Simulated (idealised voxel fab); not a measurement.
Process module heading - voxel double patterning
In the cross-section labelled cut, the width is 255 nm and each square cell is 5 nm.
Cross-section layout: square cells on a grid; listed as bands, top to bottom; a band spans one or more cell rows. Heights first: top, then bottom, in nm. Then materials, left to right, each with a width in nm. "all across" on a single material: fills the band edge to edge. "air": empty space. The reference from which all heights are counted is 0, the level beneath which the as-received wafer is entirely one material; the lowest band, having no lower bound, proceeds downward and is written after the example "z 0 and below". You'd read "30..40" like this: the band's top row of cells is as wide as the first number, its bottom row is as wide as the second, and going down, every row changes width by the same amount as the row before did. For the purposes of this document, the phrase "remained the same" attached to a step denotes that no cell within the cross-section was modified by that step. The entry "Sealed void inventory" lists the empty spaces that cover at least 8 cells and have no open path to the top. Each is written as width x height at distance, where the distance is measured from the left edge and all three values are in nm. On a step's line, text after the settings is the simulator commenting on that step. overlay nm: how far to the right of its planned place the mask lay on this masked step (negative: to the left).
## Here's what the planned process steps look like
step 1: RECEIVE with material Si
step 2: CONFORMAL_DEP with material SiO2, thk nm 10
step 3: DIRECTIONAL_DEP with material polySi, thk nm 15
step 4: DIRECTIONAL_DEP with material SiCN, thk nm 5
step 5: PATTERN with tone open, mask id FIRST, material resist, width nm 15, pitch nm 50, thk nm 15, overlay nm 0
step 6: DIRECTIONAL_ETCH with etch materials SiCN, depth nm 5
step 7: STRIP with etch materials resist
step 8: MASKED_ETCH with tone open, mask id SECOND, width nm 15, etch materials SiCN, depth nm 5, overlay nm 0
step 9: DIRECTIONAL_ETCH with etch materials polySi, depth nm 15
step 10: STRIP with etch materials SiCN
## First of two wafers - as planned
## The cross-section here shows the wafer as received, i.e. in its state after step 1
    z 0 and below = Si all across
    Sealed void inventory: none
## Step 2 done - wafer cross-section
    z 10 to 0 = SiO2 all across
    below 0: unchanged
## Step 3 done - wafer cross-section
    z 25 to 10 = polySi all across
    below 10: unchanged
## Step 4 done - wafer cross-section
    z 30 to 25 = SiCN all across
    below 25: unchanged
## Step 5 done - wafer cross-section
    z 45 to 30 = resist: 95, then air: 15, then resist: 35, then air: 15, then resist: 95
    below 30: unchanged
## Step 6 done - wafer cross-section
    z 45 to 30 = resist: 95, then air: 15, then resist: 35, then air: 15, then resist: 95
    z 30 to 25 = SiCN: 95, then air: 15, then SiCN: 35, then air: 15, then SiCN: 95
    below 25: unchanged
## Step 7 done - wafer cross-section
    z 30 to 25 = SiCN: 95, then air: 15, then SiCN: 35, then air: 15, then SiCN: 95
    below 25: unchanged
## Step 8 done - wafer cross-section
    z 30 to 25 = SiCN: 95, then air: 15, then SiCN: 10, then air: 15, then SiCN: 10, then air: 15, then SiCN: 95
    below 25: unchanged
## Step 9 done - wafer cross-section
    z 30 to 25 = SiCN: 95, then air: 15, then SiCN: 10, then air: 15, then SiCN: 10, then air: 15, then SiCN: 95
    z 25 to 10 = polySi: 95, then air: 15, then polySi: 10, then air: 15, then polySi: 10, then air: 15, then polySi: 95
    below 10: unchanged
## Step 10 done - wafer cross-section
    z 25 to 10 = polySi: 95, then air: 15, then polySi: 10, then air: 15, then polySi: 10, then air: 15, then polySi: 95
    below 10: unchanged
## Now the other wafer: same start, same recipe, but we messed up one thing when running it. Up to and including step 2 it's the same as the first one
## Here is the second wafer in cross-section at the point where step 3 of the plan should have been done
    z 40 to 10 = polySi all across
    below 10: unchanged
## Here is the second wafer in cross-section at the point where step 4 of the plan should have been done
    z 45 to 40 = SiCN all across
    below 40: unchanged
## Here is the second wafer in cross-section at the point where step 5 of the plan should have been done
    z 60 to 45 = resist: 95, then air: 15, then resist: 35, then air: 15, then resist: 95
    below 45: unchanged
## Here is the second wafer in cross-section at the point where step 6 of the plan should have been done
    z 60 to 45 = resist: 95, then air: 15, then resist: 35, then air: 15, then resist: 95
    z 45 to 40 = SiCN: 95, then air: 15, then SiCN: 35, then air: 15, then SiCN: 95
    below 40: unchanged
## Here is the second wafer in cross-section at the point where step 7 of the plan should have been done
    z 45 to 40 = SiCN: 95, then air: 15, then SiCN: 35, then air: 15, then SiCN: 95
    below 40: unchanged
## Here is the second wafer in cross-section at the point where step 8 of the plan should have been done
    z 45 to 40 = SiCN: 95, then air: 15, then SiCN: 10, then air: 15, then SiCN: 10, then air: 15, then SiCN: 95
    below 40: unchanged
## Here is the second wafer in cross-section at the point where step 9 of the plan should have been done
    z 45 to 40 = SiCN: 95, then air: 15, then SiCN: 10, then air: 15, then SiCN: 10, then air: 15, then SiCN: 95
    z 40 to 25 = polySi: 95, then air: 15, then polySi: 10, then air: 15, then polySi: 10, then air: 15, then polySi: 95
    below 25: unchanged
## Here is the second wafer in cross-section at the point where step 10 of the plan should have been done
    z 40 to 25 = polySi: 95, then air: 15, then polySi: 10, then air: 15, then polySi: 10, then air: 15, then polySi: 95
    below 25: unchanged
Heads up, the wafer didn't run the way we planned it: it should be noted that step 3 of the plan was executed twice
Final cells, second wafer relative to first, materials higher or lower: +153 polySi
